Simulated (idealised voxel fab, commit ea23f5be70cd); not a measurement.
process module | voxel gate over fins
cross-section cut | 255 nm wide | cells 5 nm
A cross-section is a grid of square cells, given in bands from the top down. A band is one or more rows of cells.
Each band's line starts with the height of the band's top and of its bottom, in nm. Then come its materials from left to right, each with its width in nm. One material with "throughout" fills the band from edge to edge. "air" is empty space.
Height 0 is the level under which the wafer as received is all one material. The lowest band goes on downwards, as in "0 down".
A width such as "30 to 40" changes by the same amount from each row of cells to the next, from the band's top row to its bottom row.
"no change" after a step means that no cell of the cross-section changed.
closed voids: empty space of 8 cells or more with no open way to the top, each as width x height at its distance from the left edge, in nm
after a step's settings: what the simulator itself notes on the step
overlay nm, on a step with a mask: how far to the right of its planned place the mask lay; to the left if negative
plan
1 op RECEIVE | material Si
2 op CONFORMAL_DEP | material SiN | thk nm 10
3 op DIRECTIONAL_DEP | material aC | thk nm 10
4 op PATTERN | tone cover | mask id FINS | material resist | width nm 15 | pitch nm 50 | thk nm 30 | overlay nm 0
5 op DIRECTIONAL_ETCH | etch materials aC | depth nm 10
6 op STRIP | etch materials resist
7 op DIRECTIONAL_ETCH | etch materials SiN | depth nm 10
8 op DIRECTIONAL_ETCH | etch materials Si | depth nm 35
9 op STRIP | etch materials aC
10 op OXIDIZE | depth nm 5
11 op FILL_DEP | material SiO2 | thk nm 5
12 op CMP | height nm 10
13 op DIRECTIONAL_DEP | material aC | thk nm 15
14 op PATTERN | tone open | mask id RAIL | material resist | width nm 15 | thk nm 35 | overlay nm 0
15 op DIRECTIONAL_ETCH | etch materials aC | depth nm 15
16 op STRIP | etch materials resist
17 op DIRECTIONAL_ETCH | etch materials SiO2 | depth nm 40
18 op STRIP | etch materials aC
19 op CONFORMAL_DEP | material TiN | thk nm 5
20 op FILL_DEP | material Ru | thk nm 10
21 op CMP | height nm 10
22 op SELECTIVE_ETCH | etch materials W Ru TiN | depth nm 35
23 op FILL_DEP | material SiO2 | thk nm 5
24 op CMP | height nm 10
25 op SELECTIVE_ETCH | etch materials SiO2 | depth nm 25
26 op STRIP | etch materials SiN
27 op CONFORMAL_DEP | material HfO2 | thk nm 5
28 op CONFORMAL_DEP | material TiN | thk nm 5
29 op CONFORMAL_DEP | material TiAl | thk nm 5
30 op CONFORMAL_DEP | material TiN | thk nm 5
31 op FILL_DEP | material W | thk nm 10
32 op CMP | height nm 25
33 op CONFORMAL_DEP | material SiCN | thk nm 10
as received, after step 1
  0 down: Si throughout
  closed voids: none
first wafer at the end, as planned
  35 to 25: SiCN throughout
  25 to 20: W throughout
  20 to 15: W 55 | TiN 45 | W 5 | TiN 45 | W 5 | TiN 45 | W 55
  15 to 10: W 55 | TiN 5 | TiAl 35 | TiN 5 | W 5 | TiN 5 | TiAl 35 | TiN 5 | W 5 | TiN 5 | TiAl 35 | TiN 5 | W 55
  10 to 5: W 55 | TiN 5 | TiAl 5 | TiN 25 | TiAl 5 | TiN 5 | W 5 | TiN 5 | TiAl 5 | TiN 25 | TiAl 5 | TiN 5 | W 5 | TiN 5 | TiAl 5 | TiN 25 | TiAl 5 | TiN 5 | W 55
  5 to 0: TiN 60 | TiAl 5 | TiN 5 | HfO2 15 | TiN 5 | TiAl 5 | TiN 15 | TiAl 5 | TiN 5 | HfO2 15 | TiN 5 | TiAl 5 | TiN 15 | TiAl 5 | TiN 5 | HfO2 15 | TiN 5 | TiAl 5 | TiN 60
  0 to -5: TiAl 65 | TiN 5 | HfO2 5 | Si 5 | HfO2 5 | TiN 5 | TiAl 25 | TiN 5 | HfO2 5 | Si 5 | HfO2 5 | TiN 5 | TiAl 25 | TiN 5 | HfO2 5 | Si 5 | HfO2 5 | TiN 5 | TiAl 65
  -5 to -10: TiN 70 | HfO2 5 | Si 5 | HfO2 5 | TiN 35 | HfO2 5 | Si 5 | HfO2 5 | TiN 35 | HfO2 5 | Si 5 | HfO2 5 | TiN 70
  -10 to -15: HfO2 75 | Si 5 | HfO2 45 | Si 5 | HfO2 45 | Si 5 | HfO2 75
  -15 to -25: SiO2 75 | Si 5 | SiO2 45 | Si 5 | SiO2 45 | Si 5 | SiO2 75
  -25 to -30: SiO2 75 | Si 5 | SiO2 15 | TiN 15 | SiO2 15 | Si 5 | SiO2 45 | Si 5 | SiO2 75
  -30 to -40: SiO2 75 | Si 5 | SiO2 45 | Si 5 | SiO2 45 | Si 5 | SiO2 75
  -40 down: Si throughout
  closed voids: none
second wafer at the end: like start, like plan, one mistake
  35 to 25: SiCN throughout
  25 to 20: W throughout
  20 to 15: W 55 | TiN 45 | W 5 | TiN 45 | W 5 | TiN 45 | W 55
  15 to 10: W 55 | TiN 5 | TiAl 35 | TiN 5 | W 5 | TiN 5 | TiAl 35 | TiN 5 | W 5 | TiN 5 | TiAl 35 | TiN 5 | W 55
  10 to 5: W 55 | TiN 5 | TiAl 5 | TiN 25 | TiAl 5 | TiN 5 | W 5 | TiN 5 | TiAl 5 | TiN 25 | TiAl 5 | TiN 5 | W 5 | TiN 5 | TiAl 5 | TiN 25 | TiAl 5 | TiN 5 | W 55
  5 to 0: TiN 60 | TiAl 5 | TiN 5 | HfO2 15 | TiN 5 | TiAl 5 | TiN 15 | TiAl 5 | TiN 5 | HfO2 15 | TiN 5 | TiAl 5 | TiN 15 | TiAl 5 | TiN 5 | HfO2 15 | TiN 5 | TiAl 5 | TiN 60
  0 to -5: TiAl 65 | TiN 5 | HfO2 5 | Si 5 | HfO2 5 | TiN 5 | TiAl 25 | TiN 5 | HfO2 5 | Si 5 | HfO2 5 | TiN 5 | TiAl 25 | TiN 5 | HfO2 5 | Si 5 | HfO2 5 | TiN 5 | TiAl 65
  -5 to -10: TiN 70 | HfO2 5 | Si 5 | HfO2 5 | TiN 35 | HfO2 5 | Si 5 | HfO2 5 | TiN 35 | HfO2 5 | Si 5 | HfO2 5 | TiN 70
  -10 to -15: HfO2 75 | Si 5 | HfO2 45 | Si 5 | HfO2 45 | Si 5 | HfO2 75
  -15 to -25: SiO2 75 | Si 5 | SiO2 45 | Si 5 | SiO2 45 | Si 5 | SiO2 75
  -25 to -30: SiO2 75 | Si 5 | SiO2 10 | TiN 25 | SiO2 10 | Si 5 | SiO2 45 | Si 5 | SiO2 75
  -30 to -40: SiO2 75 | Si 5 | SiO2 45 | Si 5 | SiO2 45 | Si 5 | SiO2 75
  -40 down: Si throughout
  closed voids: none
what went wrong: step 14 ran as: op PATTERN | tone open | mask id RAIL | material resist | width nm 25 | thk nm 35 | overlay nm 0
at the end the second wafer has, in cells: 2 fewer of SiO2 | 2 more of TiN
